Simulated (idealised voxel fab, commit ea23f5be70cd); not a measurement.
Herein follows the process module entitled voxel released beams.
Pictured: cross-section cut, 180 nm wide, on a grid of 5 nm square cells.
We lay out every cross-section as a grid of square cells and spell it out in bands from the top down, where one band means one or more rows of cells. Each band's line starts with the height of the band's top and of its bottom, in nm. Then come its materials from left to right, each with its width in nm. One material with "edge to edge" fills the band from edge to edge. "empty" is empty space. Heights are expressed relative to 0, this being the level below which the as-received wafer comprises one material exclusively. The lowest band is unbounded in the downward direction and is denoted as in "top 0, no bottom". The notation "30..40" denotes a width that varies across the rows of cells in the band, beginning at the first number in the top row, finishing at the second number in the bottom row, and changing by an identical amount from each row to the next. "nothing different" means the step left every cell of the cross-section as it was. What "Closed empty spaces" gives you is every empty space of 8 cells or more that is cut off from the top. Each appears as width x height at distance, with the distance taken from the left edge and width, height and distance all in nm. On each step's line, the part that comes after the settings is the simulator's own comment on the step. The optional step-line setting "overlay nm" applies to steps with a mask and quantifies how far to the right of its planned location the mask lay, a negative value indicating leftward placement.

### Listed below are the process steps as planned
| 1 | RECEIVE (material Si) |
| 2 | CONFORMAL_DEP (material Al2O3; thk nm 10) |
| 3 | DIRECTIONAL_DEP (material SiO2; thk nm 10) |
| 4 | PATTERN (tone open; mask id ANCHOR; material resist; width nm 30; thk nm 15; overlay nm 0) |
| 5 | DIRECTIONAL_ETCH (etch materials SiO2; depth nm 10) |
| 6 | STRIP (etch materials resist) |
| 7 | CONFORMAL_DEP (material SiN; thk nm 10) |
| 8 | PATTERN (tone cover; mask id BEAM; material resist; width nm 100; thk nm 20; overlay nm -15) |
| 9 | DIRECTIONAL_ETCH (etch materials SiN; depth nm 10) |
| 10 | STRIP (etch materials resist) |
| 11 | STRIP (etch materials SiO2) |
The plan's step 8 overlay nm is the first wafer's value; the wafers differ in this setting and start identical.

### First wafer of several, as received: cross-section after step 1
top 0, no bottom  Si edge to edge
Closed empty spaces: none

### Last step of the module is step 11; after it, the first of several wafers in cross-section
top 30, bottom 20  20 of empty / 30 of SiN / 10 of empty / 60 of SiN / 60 of empty
top 20, bottom 10  40 of empty / 30 of SiN / 110 of empty
top 10, bottom 0  Al2O3 edge to edge
top 0, no bottom  Si edge to edge
Closed empty spaces: none

### Cross-section of the final wafer among several, taken at the end of the module
top 30, bottom 20  60 of empty / 90 of SiN / 30 of empty
top 20, bottom 10  40 of empty / 30 of SiN / 110 of empty
top 10, bottom 0  Al2O3 edge to edge
top 0, no bottom  Si edge to edge
Closed empty spaces: none

### Rows = wafers. At module end, each row lists per material the cells gained (+) or lost (-) since the wafer was received, then the closed voids
overlay nm -15, +72 Al2O3, +48 SiN, Closed empty spaces: none
overlay nm -10, +72 Al2O3, +48 SiN, Closed empty spaces: none
overlay nm -5, +72 Al2O3, +48 SiN, Closed empty spaces: none
overlay nm 0, +72 Al2O3, +48 SiN, Closed empty spaces: none
overlay nm 5, +72 Al2O3, +48 SiN, Closed empty spaces: none
overlay nm 10, +72 Al2O3, +48 SiN, Closed empty spaces: none
overlay nm 15, +72 Al2O3, +48 SiN, Closed empty spaces: none
